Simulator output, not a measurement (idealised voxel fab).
The document below concerns the process module designated voxel fin reveal.
Cross-section cut: width 285 nm, square cells of 5 nm.
Heads up, the way a cross-section reads in here is a grid of square cells, handed over as bands from the top down, with every band being one or more rows of cells. Within each band entry, the heights of the top and of the bottom of the band appear first, in that order and in nm; the materials of the band then follow from left to right, each with its corresponding width in nm. The designation "full width" on a single material indicates that it fills the band from edge to edge; the designation "air" indicates empty space. Heights from 0 (as-received wafer is one material below). Bottom band endless downward, as "top 0, no bottom". Quick explanation for "30 to 40": the width changes in equal steps down the rows of cells, from the first number in the band's top row to the second number in its bottom row. "all unchanged" (step): cross-section cells unchanged, all of them. Reported under the label "Cavities, sealed" are the empty spaces having no open way to the top and comprising 8 cells or more; the notation for each is width x height at distance, in which the distance is measured from the left edge and all three values are in nm. Where a step's line continues beyond its settings, the continuation is a remark by the simulator itself on that step. A step line may carry the setting "overlay nm", which, for steps involving a mask, states the distance by which the mask lay to the right of its intended position; negative values denote displacement to the left.

**Intended process steps**
| 1 | RECEIVE (material Si) |
| 2 | CONFORMAL_DEP (material SiN; thk nm 5) |
| 3 | DIRECTIONAL_DEP (material aC; thk nm 10) |
| 4 | PATTERN (tone cover; mask id FINS; material resist; width nm 15; pitch nm 45; thk nm 30; overlay nm 0) |
| 5 | DIRECTIONAL_ETCH (etch materials aC; depth nm 10) |
| 6 | STRIP (etch materials resist) |
| 7 | DIRECTIONAL_ETCH (etch materials SiN; depth nm 5) |
| 8 | DIRECTIONAL_ETCH (etch materials Si; depth nm 40) |
| 9 | STRIP (etch materials aC) |
| 10 | FILL_DEP (material SiO2; thk nm 15) |
| 11 | CMP (height nm 5) |
| 12 | SELECTIVE_ETCH (etch materials SiO2; depth nm 20) |
| 13 | STRIP (etch materials SiN) |
| 14 | CONFORMAL_DEP (material SiO2; thk nm 5) |

**The first of a set of two wafers, run to plan**

**The cross-section here shows the wafer as received, i.e. in its state after step 1**
top 0, no bottom = Si full width
Cavities, sealed: none

**Presented here is a cross-section of the wafer after step 2 has been performed**
top 5, bottom 0 = SiN full width
Below 0, no change.

**Presented here is a cross-section of the wafer after step 3 has been performed**
top 15, bottom 5 = aC full width
Below 5, no change.

**Presented here is a cross-section of the wafer after step 4 has been performed**
top 45, bottom 15 = air: 90, resist: 15, air: 30, resist: 15, air: 30, resist: 15, air: 90
Below 15, no change.

**Presented here is a cross-section of the wafer after step 5 has been performed**
top 35, bottom 15 = air: 90, resist: 15, air: 30, resist: 15, air: 30, resist: 15, air: 90
top 15, bottom 5 = air: 90, aC: 15, air: 30, aC: 15, air: 30, aC: 15, air: 90
Below 5, no change.

**Presented here is a cross-section of the wafer after step 6 has been performed**
top 15, bottom 5 = air: 90, aC: 15, air: 30, aC: 15, air: 30, aC: 15, air: 90
Below 5, no change.

**Presented here is a cross-section of the wafer after step 7 has been performed**
top 15, bottom 5 = air: 90, aC: 15, air: 30, aC: 15, air: 30, aC: 15, air: 90
top 5, bottom 0 = air: 90, SiN: 15, air: 30, SiN: 15, air: 30, SiN: 15, air: 90
Below 0, no change.

**Presented here is a cross-section of the wafer after step 8 has been performed**
top 15, bottom 5 = air: 90, aC: 15, air: 30, aC: 15, air: 30, aC: 15, air: 90
top 5, bottom 0 = air: 90, SiN: 15, air: 30, SiN: 15, air: 30, SiN: 15, air: 90
top 0, bottom -40 = air: 90, Si: 15, air: 30, Si: 15, air: 30, Si: 15, air: 90
Below -40, no change.

**Presented here is a cross-section of the wafer after step 9 has been performed**
top 5, bottom 0 = air: 90, SiN: 15, air: 30, SiN: 15, air: 30, SiN: 15, air: 90
Below 0, no change.

**Presented here is a cross-section of the wafer after step 10 has been performed**
top 20, bottom 5 = SiO2 full width
top 5, bottom 0 = SiO2: 90, SiN: 15, SiO2: 30, SiN: 15, SiO2: 30, SiN: 15, SiO2: 90
top 0, bottom -40 = SiO2: 90, Si: 15, SiO2: 30, Si: 15, SiO2: 30, Si: 15, SiO2: 90
Below -40, no change.

**Presented here is a cross-section of the wafer after step 11 has been performed**
top 5, bottom 0 = SiO2: 90, SiN: 15, SiO2: 30, SiN: 15, SiO2: 30, SiN: 15, SiO2: 90
Below 0, no change.

**Presented here is a cross-section of the wafer after step 12 has been performed**
top 5, bottom 0 = air: 90, SiN: 15, air: 30, SiN: 15, air: 30, SiN: 15, air: 90
top 0, bottom -15 = air: 90, Si: 15, air: 30, Si: 15, air: 30, Si: 15, air: 90
Below -15, no change.

**Presented here is a cross-section of the wafer after step 13 has been performed**
top 0, bottom -15 = air: 90, Si: 15, air: 30, Si: 15, air: 30, Si: 15, air: 90
Below -15, no change.

**Presented here is a cross-section of the wafer after step 14 has been performed**
top 5, bottom 0 = air: 85, SiO2: 25, air: 20, SiO2: 25, air: 20, SiO2: 25, air: 85
top 0, bottom -10 = air: 85, SiO2: 5, Si: 15, SiO2: 5, air: 20, SiO2: 5, Si: 15, SiO2: 5, air: 20, SiO2: 5, Si: 15, SiO2: 5, air: 85
top -10, bottom -40 = SiO2: 90, Si: 15, SiO2: 30, Si: 15, SiO2: 30, Si: 15, SiO2: 90
Below -40, no change.

**Wafer two of two - same starting point, same process plan, one mistake in execution; matches wafer one up to and including step 3**

**At the planned end of step 4, the second wafer in cross-section**
top 45, bottom 15 = air: 95, resist: 15, air: 30, resist: 15, air: 30, resist: 15, air: 85
Below 15, no change.

**At the planned end of step 5, the second wafer in cross-section**
top 35, bottom 15 = air: 95, resist: 15, air: 30, resist: 15, air: 30, resist: 15, air: 85
top 15, bottom 5 = air: 95, aC: 15, air: 30, aC: 15, air: 30, aC: 15, air: 85
Below 5, no change.

**At the planned end of step 6, the second wafer in cross-section**
top 15, bottom 5 = air: 95, aC: 15, air: 30, aC: 15, air: 30, aC: 15, air: 85
Below 5, no change.

**At the planned end of step 7, the second wafer in cross-section**
top 15, bottom 5 = air: 95, aC: 15, air: 30, aC: 15, air: 30, aC: 15, air: 85
top 5, bottom 0 = air: 95, SiN: 15, air: 30, SiN: 15, air: 30, SiN: 15, air: 85
Below 0, no change.

**At the planned end of step 8, the second wafer in cross-section**
top 15, bottom 5 = air: 95, aC: 15, air: 30, aC: 15, air: 30, aC: 15, air: 85
top 5, bottom 0 = air: 95, SiN: 15, air: 30, SiN: 15, air: 30, SiN: 15, air: 85
top 0, bottom -40 = air: 95, Si: 15, air: 30, Si: 15, air: 30, Si: 15, air: 85
Below -40, no change.

**At the planned end of step 9, the second wafer in cross-section**
top 5, bottom 0 = air: 95, SiN: 15, air: 30, SiN: 15, air: 30, SiN: 15, air: 85
Below 0, no change.

**At the planned end of step 10, the second wafer in cross-section**
top 20, bottom 5 = SiO2 full width
top 5, bottom 0 = SiO2: 95, SiN: 15, SiO2: 30, SiN: 15, SiO2: 30, SiN: 15, SiO2: 85
top 0, bottom -40 = SiO2: 95, Si: 15, SiO2: 30, Si: 15, SiO2: 30, Si: 15, SiO2: 85
Below -40, no change.

**At the planned end of step 11, the second wafer in cross-section**
top 5, bottom 0 = SiO2: 95, SiN: 15, SiO2: 30, SiN: 15, SiO2: 30, SiN: 15, SiO2: 85
Below 0, no change.

**At the planned end of step 12, the second wafer in cross-section**
top 5, bottom 0 = air: 95, SiN: 15, air: 30, SiN: 15, air: 30, SiN: 15, air: 85
top 0, bottom -15 = air: 95, Si: 15, air: 30, Si: 15, air: 30, Si: 15, air: 85
Below -15, no change.

**At the planned end of step 13, the second wafer in cross-section**
top 0, bottom -15 = air: 95, Si: 15, air: 30, Si: 15, air: 30, Si: 15, air: 85
Below -15, no change.

**At the planned end of step 14, the second wafer in cross-section**
top 5, bottom 0 = air: 90, SiO2: 25, air: 20, SiO2: 25, air: 20, SiO2: 25, air: 80
top 0, bottom -10 = air: 90, SiO2: 5, Si: 15, SiO2: 5, air: 20, SiO2: 5, Si: 15, SiO2: 5, air: 20, SiO2: 5, Si: 15, SiO2: 5, air: 80
top -10, bottom -40 = SiO2: 95, Si: 15, SiO2: 30, Si: 15, SiO2: 30, Si: 15, SiO2: 85
Below -40, no change.
Here's what went sideways: in deviation from the planned setting, step 4 was conducted as PATTERN (tone cover; mask id FINS; material resist; width nm 15; pitch nm 45; thk nm 30; overlay nm 5)
By the end, you'd get the same cell count for each material on either wafer, but the second wafer puts them somewhere else.
